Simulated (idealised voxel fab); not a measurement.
Title: Process Module voxel self aligned contacts
Each square cell in cross-section cut measures 5 nm, and the section as a whole is 300 nm wide.
A cross-section is written here as square cells arranged in a grid, and it is given in bands from the top down, each band taking up one or more rows of cells. Heights first: top, then bottom, in nm. Then materials, left to right, each with a width in nm. "full width" on a single material: fills the band edge to edge. "air": empty space. Heights are expressed relative to 0, this being the level below which the as-received wafer comprises one material exclusively. The lowest band is unbounded in the downward direction and is denoted as in "z 0 and below". The two numbers in a width such as "30->40" mark its ends across the band: the first belongs to the top row of cells, the second to the bottom row, and from each row to the next the width moves by the same amount. What does "all unchanged" mean for a step? It means no cell of the cross-section changed in that step. Voids not open to the top, 8 cells minimum: see "Sealed cavities". Written width x height at distance; distance is from the left edge; nm. Step line, after settings: the simulator's comment on this step. On any step carrying a mask, the "overlay nm" setting, if present on the step's line, tells how far right of its planned place the mask lay; negative values point to the left.

### Steps planned for the process
1,RECEIVE,material Si
2,OXIDIZE,depth nm 5
3,DIRECTIONAL_DEP,material polySi,thk nm 30
4,DIRECTIONAL_DEP,material SiN,thk nm 20
5,DIRECTIONAL_DEP,material aC,thk nm 10
6,PATTERN,tone cover,mask id GATE,material resist,width nm 25,pitch nm 50,thk nm 25,overlay nm 0
7,DIRECTIONAL_ETCH,etch materials aC,depth nm 10
8,STRIP,etch materials resist
9,DIRECTIONAL_ETCH,etch materials SiN,depth nm 20
10,DIRECTIONAL_ETCH,etch materials polySi,depth nm 30
11,STRIP,etch materials aC
12,CONFORMAL_DEP,material SiN,thk nm 5
13,DIRECTIONAL_ETCH,etch materials SiN,depth nm 5
14,FILL_DEP,material SiO2,thk nm 10
15,CMP,height nm 55
16,PATTERN,tone open,mask id CONTACT,material resist,width nm 35,pitch nm 50,thk nm 15,overlay nm 0
17,DIRECTIONAL_ETCH,etch materials SiO2,depth nm 60
18,STRIP,etch materials resist
19,CONFORMAL_DEP,material TiN,thk nm 5
20,FILL_DEP,material W,thk nm 5
21,CMP,height nm 55
22,CONFORMAL_DEP,material SiCN,thk nm 5

### Cross-section of the wafer upon arrival, representing the state reached after step 1
    z 0 and below  Si full width
    Sealed cavities: none

### The first of the two wafers as seen in cross-section once the module was finished; processing followed the plan
    z 60 to 55  SiCN full width
    z 55 to 50  105 SiO2, 15 TiN, 5 W, 15 TiN, 15 SiO2, 15 TiN, 5 W, 15 TiN, 110 SiO2
    z 50 to 30  80 SiO2, 35 SiN, 5 TiN, 5 W, 5 TiN, 35 SiN, 5 TiN, 5 W, 5 TiN, 35 SiN, 85 SiO2
    z 30 to 0  80 SiO2, 5 SiN, 25 polySi, 5 SiN, 5 TiN, 5 W, 5 TiN, 5 SiN, 25 polySi, 5 SiN, 5 TiN, 5 W, 5 TiN, 5 SiN, 25 polySi, 5 SiN, 85 SiO2
    z 0 to -5  115 SiO2, 15 TiN, 35 SiO2, 15 TiN, 120 SiO2
    z -5 and below  Si full width
    Sealed cavities: none

### Cross-section, second wafer: same start as the first, same plan as the first, one mistake in running it; taken at the end of the module
    z 60 to 55  SiCN full width
    z 55 to 50  110 SiO2, 10 TiN, 5 W, 10 TiN, 25 SiO2, 10 TiN, 5 W, 10 TiN, 115 SiO2
    z 50 to 30  80 SiO2, 35 SiN, 5 TiN, 5 W, 5 TiN, 35 SiN, 5 TiN, 5 W, 5 TiN, 35 SiN, 85 SiO2
    z 30 to 0  80 SiO2, 5 SiN, 25 polySi, 5 SiN, 5 TiN, 5 W, 5 TiN, 5 SiN, 25 polySi, 5 SiN, 5 TiN, 5 W, 5 TiN, 5 SiN, 25 polySi, 5 SiN, 85 SiO2
    z 0 to -5  115 SiO2, 15 TiN, 35 SiO2, 15 TiN, 120 SiO2
    z -5 and below  Si full width
    Sealed cavities: none
What was done differently from what was planned? step 16 ran with different settings than intended, the actual operation and settings being PATTERN,tone open,mask id CONTACT,material resist,width nm 25,pitch nm 50,thk nm 15,overlay nm 0
In the final state, the cell counts of the second wafer exceed or fall short of those of the first for the following materials: SiO2 +4, TiN -4
